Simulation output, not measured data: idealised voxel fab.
This is a process module. Its name is voxel fin reveal.
Cross-section cut spans 200 nm and uses square cells 5 nm in size.
A cross-section is a grid of square cells, given in bands from the top down. A band is one or more rows of cells.
Within each band entry, the heights of the top and of the bottom of the band appear first, in that order and in nm; the materials of the band then follow from left to right, each with its corresponding width in nm. The designation "throughout" on a single material indicates that it fills the band from edge to edge; the designation "air" indicates empty space.
A quick word on heights: they are counted from 0, and under that level the wafer as it came to us is one material throughout. The lowest band is different from the rest in having no bottom; it simply continues downward, written as in "0 nm and below".
A width given as "30->40" starts at the first number in the band's top row and ends at the second number in its bottom row, shifting by an equal amount at every step from row to row.
What does "left unchanged" mean for a step? It means no cell of the cross-section changed in that step.
The entry titled "Closed void inventory" provides the empty spaces that have no open way to the top, restricted to those of 8 cells or more. Each is presented as width x height at distance, the distance being measured from the left edge, with all three in nm.
On a step's line, text after the settings is the simulator commenting on that step.
For masked steps, "overlay nm" on the step line gives how far right of plan the mask actually lay; a minus sign means it lay to the left.
**The planned process steps are enumerated hereunder**
1. RECEIVE: material Si
2. CONFORMAL_DEP: material SiN, thk nm 5
3. DIRECTIONAL_DEP: material aC, thk nm 15
4. PATTERN: tone cover, mask id FINS, material resist, width nm 15, pitch nm 35, thk nm 35, overlay nm 0
5. DIRECTIONAL_ETCH: etch materials aC, depth nm 15
6. STRIP: etch materials resist
7. DIRECTIONAL_ETCH: etch materials SiN, depth nm 5
8. DIRECTIONAL_ETCH: etch materials Si, depth nm 35
9. STRIP: etch materials aC
10. OXIDIZE: depth nm 5
11. FILL_DEP: material SiO2, thk nm 15
12. CMP: height nm 5
13. SELECTIVE_ETCH: etch materials SiO2, depth nm 20
14. STRIP: etch materials SiN
15. CONFORMAL_DEP: material SiO2, thk nm 5
**Wafer, first of two, run as planned**
**So this is the incoming wafer in cross-section - it's already been through step 1**
  0 nm and below: Si throughout
  Closed void inventory: none
**Presented here is a cross-section of the wafer after step 2 has been performed**
  5 nm to 0 nm: SiN throughout
  below 0: unchanged
**Presented here is a cross-section of the wafer after step 3 has been performed**
  20 nm to 5 nm: aC throughout
  below 5: unchanged
**Presented here is a cross-section of the wafer after step 4 has been performed**
  55 nm to 20 nm: air=75 / resist=15 / air=20 / resist=15 / air=75
  below 20: unchanged
**Presented here is a cross-section of the wafer after step 5 has been performed**
  40 nm to 20 nm: air=75 / resist=15 / air=20 / resist=15 / air=75
  20 nm to 5 nm: air=75 / aC=15 / air=20 / aC=15 / air=75
  below 5: unchanged
**Presented here is a cross-section of the wafer after step 6 has been performed**
  20 nm to 5 nm: air=75 / aC=15 / air=20 / aC=15 / air=75
  below 5: unchanged
**Presented here is a cross-section of the wafer after step 7 has been performed**
  20 nm to 5 nm: air=75 / aC=15 / air=20 / aC=15 / air=75
  5 nm to 0 nm: air=75 / SiN=15 / air=20 / SiN=15 / air=75
  below 0: unchanged
**Presented here is a cross-section of the wafer after step 8 has been performed**
  20 nm to 5 nm: air=75 / aC=15 / air=20 / aC=15 / air=75
  5 nm to 0 nm: air=75 / SiN=15 / air=20 / SiN=15 / air=75
  0 nm to -35 nm: air=75 / Si=15 / air=20 / Si=15 / air=75
  below -35: unchanged
**Presented here is a cross-section of the wafer after step 9 has been performed**
  5 nm to 0 nm: air=75 / SiN=15 / air=20 / SiN=15 / air=75
  below 0: unchanged
**Presented here is a cross-section of the wafer after step 10 has been performed**
  5 nm to 0 nm: air=75 / SiN=15 / air=20 / SiN=15 / air=75
  0 nm to -35 nm: air=75 / SiO2=5 / Si=5 / SiO2=5 / air=20 / SiO2=5 / Si=5 / SiO2=5 / air=75
  -35 nm to -40 nm: SiO2=80 / Si=5 / SiO2=30 / Si=5 / SiO2=80
  below -40: unchanged
**Presented here is a cross-section of the wafer after step 11 has been performed**
  20 nm to 5 nm: SiO2 throughout
  5 nm to 0 nm: SiO2=75 / SiN=15 / SiO2=20 / SiN=15 / SiO2=75
  0 nm to -40 nm: SiO2=80 / Si=5 / SiO2=30 / Si=5 / SiO2=80
  below -40: unchanged
**Presented here is a cross-section of the wafer after step 12 has been performed**
  5 nm to 0 nm: SiO2=75 / SiN=15 / SiO2=20 / SiN=15 / SiO2=75
  below 0: unchanged
**Presented here is a cross-section of the wafer after step 13 has been performed**
  5 nm to 0 nm: air=75 / SiN=15 / air=20 / SiN=15 / air=75
  0 nm to -15 nm: air=80 / Si=5 / air=30 / Si=5 / air=80
  below -15: unchanged
**Presented here is a cross-section of the wafer after step 14 has been performed**
  0 nm to -15 nm: air=80 / Si=5 / air=30 / Si=5 / air=80
  below -15: unchanged
**Presented here is a cross-section of the wafer after step 15 has been performed**
  5 nm to 0 nm: air=75 / SiO2=15 / air=20 / SiO2=15 / air=75
  0 nm to -10 nm: air=75 / SiO2=5 / Si=5 / SiO2=5 / air=20 / SiO2=5 / Si=5 / SiO2=5 / air=75
  -10 nm to -40 nm: SiO2=80 / Si=5 / SiO2=30 / Si=5 / SiO2=80
  below -40: unchanged
**The remaining wafer, second of the two, started like the first and was run to the same plan, except that one mistake was made along the way; the two coincide through step 7, inclusive**
**X-section, second wafer, when step 8 was due to finish**
  20 nm to 5 nm: air=75 / aC=15 / air=20 / aC=15 / air=75
  5 nm to 0 nm: air=75 / SiN=15 / air=20 / SiN=15 / air=75
  0 nm to -70 nm: air=75 / Si=15 / air=20 / Si=15 / air=75
  below -70: unchanged
**X-section, second wafer, when step 9 was due to finish**
  5 nm to 0 nm: air=75 / SiN=15 / air=20 / SiN=15 / air=75
  below 0: unchanged
**X-section, second wafer, when step 10 was due to finish**
  5 nm to 0 nm: air=75 / SiN=15 / air=20 / SiN=15 / air=75
  0 nm to -70 nm: air=75 / SiO2=5 / Si=5 / SiO2=5 / air=20 / SiO2=5 / Si=5 / SiO2=5 / air=75
  -70 nm to -75 nm: SiO2=80 / Si=5 / SiO2=30 / Si=5 / SiO2=80
  below -75: unchanged
**X-section, second wafer, when step 11 was due to finish**
  20 nm to 5 nm: SiO2 throughout
  5 nm to 0 nm: SiO2=75 / SiN=15 / SiO2=20 / SiN=15 / SiO2=75
  0 nm to -75 nm: SiO2=80 / Si=5 / SiO2=30 / Si=5 / SiO2=80
  below -75: unchanged
**X-section, second wafer, when step 12 was due to finish**
  5 nm to 0 nm: SiO2=75 / SiN=15 / SiO2=20 / SiN=15 / SiO2=75
  below 0: unchanged
**X-section, second wafer, when step 13 was due to finish**
  5 nm to 0 nm: air=75 / SiN=15 / air=20 / SiN=15 / air=75
  0 nm to -15 nm: air=80 / Si=5 / air=30 / Si=5 / air=80
  below -15: unchanged
**X-section, second wafer, when step 14 was due to finish**
  0 nm to -15 nm: air=80 / Si=5 / air=30 / Si=5 / air=80
  below -15: unchanged
**X-section, second wafer, when step 15 was due to finish**
  5 nm to 0 nm: air=75 / SiO2=15 / air=20 / SiO2=15 / air=75
  0 nm to -10 nm: air=75 / SiO2=5 / Si=5 / SiO2=5 / air=20 / SiO2=5 / Si=5 / SiO2=5 / air=75
  -10 nm to -75 nm: SiO2=80 / Si=5 / SiO2=30 / Si=5 / SiO2=80
  below -75: unchanged
Run error: plan step 8 was twice executed
Wrapping up, a cell-based count of both wafers puts the second over or under the first for these materials: Si -266 | SiO2 +266
